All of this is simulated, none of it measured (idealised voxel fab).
Herein follows the process module entitled voxel wiring stack.
Displayed cross-section: cut, width of 280 nm, square cells sized 5 nm.
A cross-section is a grid of square cells, given in bands from the top down. A band is one or more rows of cells. First you get the band's top height and its bottom height, in nm, and then the materials it's made of, left to right, with each width in nm. If you see a single material with "everywhere", that one covers the band edge to edge. "empty" is empty space. Height 0 is the level under which the wafer as received is all one material. The lowest band goes on downwards, as in "top 0, no bottom". You'd read "30->40" like this: the band's top row of cells is as wide as the first number, its bottom row is as wide as the second, and going down, every row changes width by the same amount as the row before did. Reading "no modifications" for a step: not a cell of the cross-section changed in it. If an empty space has no open way to the top and is at least 8 cells in size, "Sealed void inventory" lists it, written width x height at distance, where distance is measured from the left edge and every value is in nm. The remark found on a step's line after its settings is issued by the simulator itself and pertains to that step. "overlay nm" denotes, for a step that has a mask, the displacement of the mask to the right of its planned place, with negative values corresponding to the left.

-- Steps in the process plan
1 op RECEIVE | material Si
2 op CONFORMAL_DEP | material SiO2 | thk nm 15
3 op DIRECTIONAL_DEP | material TiN | thk nm 5
4 op DIRECTIONAL_DEP | material Ru | thk nm 25
5 op MASKED_ETCH | tone cover | mask id METAL_1 | width nm 20 | pitch nm 50 | etch materials Ru | depth nm 25 | overlay nm 0
6 op MASKED_ETCH | tone cover | mask id METAL_1 | width nm 20 | pitch nm 50 | etch materials TiN | depth nm 5 | overlay nm 0
7 op CONFORMAL_DEP | material SiCN | thk nm 5
8 op FILL_DEP | material SiO2 | thk nm 5
9 op CMP | height nm 45
10 op CONFORMAL_DEP | material SiCN | thk nm 5
11 op DIRECTIONAL_DEP | material lowk | thk nm 20
12 op PATTERN | tone open | mask id PLUG_1 | material resist | width nm 15 | pitch nm 100 | thk nm 15 | overlay nm 0
13 op DIRECTIONAL_ETCH | etch materials lowk | depth nm 20
14 op DIRECTIONAL_ETCH | etch materials SiCN | depth nm 5
15 op STRIP | etch materials resist
16 op CONFORMAL_DEP | material TiN | thk nm 5
17 op FILL_DEP | material W | thk nm 5
18 op CMP | height nm 70
19 op DIRECTIONAL_DEP | material TiN | thk nm 5
20 op DIRECTIONAL_DEP | material Ru | thk nm 20
21 op DIRECTIONAL_DEP | material aC | thk nm 10
22 op PATTERN | tone cover | mask id METAL_2 | material resist | width nm 20 | pitch nm 50 | thk nm 30 | overlay nm 0
23 op DIRECTIONAL_ETCH | etch materials aC | depth nm 10
24 op STRIP | etch materials resist
25 op DIRECTIONAL_ETCH | etch materials Ru | depth nm 20
26 op DIRECTIONAL_ETCH | etch materials TiN | depth nm 5
27 op STRIP | etch materials aC
28 op CONFORMAL_DEP | material SiN | thk nm 5
29 op FILL_DEP | material lowk | thk nm 5
30 op CMP | height nm 95
31 op CONFORMAL_DEP | material SiCN | thk nm 5
32 op DIRECTIONAL_DEP | material lowk | thk nm 25
33 op MASKED_ETCH | tone open | mask id METAL_3_HOLES | width nm 15 | pitch nm 100 | etch materials lowk | depth nm 25 | overlay nm 0
34 op PATTERN | tone open | mask id METAL_3 | material resist | width nm 20 | pitch nm 50 | thk nm 20 | overlay nm 0
35 op DIRECTIONAL_ETCH | etch materials lowk | depth nm 15
36 op DIRECTIONAL_ETCH | etch materials SiCN | depth nm 5
37 op STRIP | etch materials resist
38 op CONFORMAL_DEP | material TiN | thk nm 5
39 op FILL_DEP | material Cu | thk nm 5
40 op CMP | height nm 125
41 op CONFORMAL_DEP | material SiN | thk nm 5

-- Cross-section of the wafer at receipt, which is the condition after step 1
	top 0, no bottom  Si everywhere
	Sealed void inventory: none

-- a wafer at the end: this start, this plan, one mistake
	top 130, bottom 125  SiN everywhere
	top 125, bottom 115  70 of lowk, then 5 of TiN, then 20 of Cu, then 5 of TiN, then 30 of lowk, then 5 of TiN, then 10 of Cu, then 5 of TiN, then 20 of lowk, then 5 of TiN, then 20 of Cu, then 5 of TiN, then 80 of lowk
	top 115, bottom 110  70 of lowk, then 5 of TiN, then 5 of Cu, then 20 of TiN, then 30 of lowk, then 20 of TiN, then 20 of lowk, then 5 of TiN, then 5 of Cu, then 20 of TiN, then 80 of lowk
	top 110, bottom 105  70 of lowk, then 5 of TiN, then 5 of Cu, then 5 of TiN, then 85 of lowk, then 5 of TiN, then 5 of Cu, then 5 of TiN, then 95 of lowk
	top 105, bottom 100  70 of lowk, then 15 of TiN, then 85 of lowk, then 15 of TiN, then 95 of lowk
	top 100, bottom 95  80 of SiCN, then 5 of TiN, then 95 of SiCN, then 5 of TiN, then 95 of SiCN
	top 95, bottom 75  75 of lowk, then 5 of SiN, then 20 of Ru, then 5 of SiN, then 20 of lowk, then 5 of SiN, then 20 of Ru, then 5 of SiN, then 20 of lowk, then 5 of SiN, then 20 of Ru, then 5 of SiN, then 75 of lowk
	top 75, bottom 70  80 of SiN, then 20 of TiN, then 30 of SiN, then 20 of TiN, then 30 of SiN, then 20 of TiN, then 80 of SiN
	top 70, bottom 50  80 of lowk, then 5 of TiN, then 5 of W, then 5 of TiN, then 85 of lowk, then 5 of TiN, then 5 of W, then 5 of TiN, then 85 of lowk
	top 50, bottom 45  80 of SiCN, then 15 of TiN, then 85 of SiCN, then 15 of TiN, then 85 of SiCN
	top 45, bottom 20  75 of SiO2, then 5 of SiCN, then 20 of Ru, then 5 of SiCN, then 20 of SiO2, then 5 of SiCN, then 20 of Ru, then 5 of SiCN, then 20 of SiO2, then 5 of SiCN, then 20 of Ru, then 5 of SiCN, then 75 of SiO2
	top 20, bottom 15  80 of SiCN, then 20 of TiN, then 30 of SiCN, then 20 of TiN, then 30 of SiCN, then 20 of TiN, then 80 of SiCN
	top 15, bottom 0  SiO2 everywhere
	top 0, no bottom  Si everywhere
	Sealed void inventory: none
What went wrong in running the wafer? for step 33, the planned setting was not used; the step was instead run as op MASKED_ETCH | tone open | mask id METAL_3_HOLES | width nm 15 | pitch nm 100 | etch materials lowk | depth nm 25 | overlay nm -10
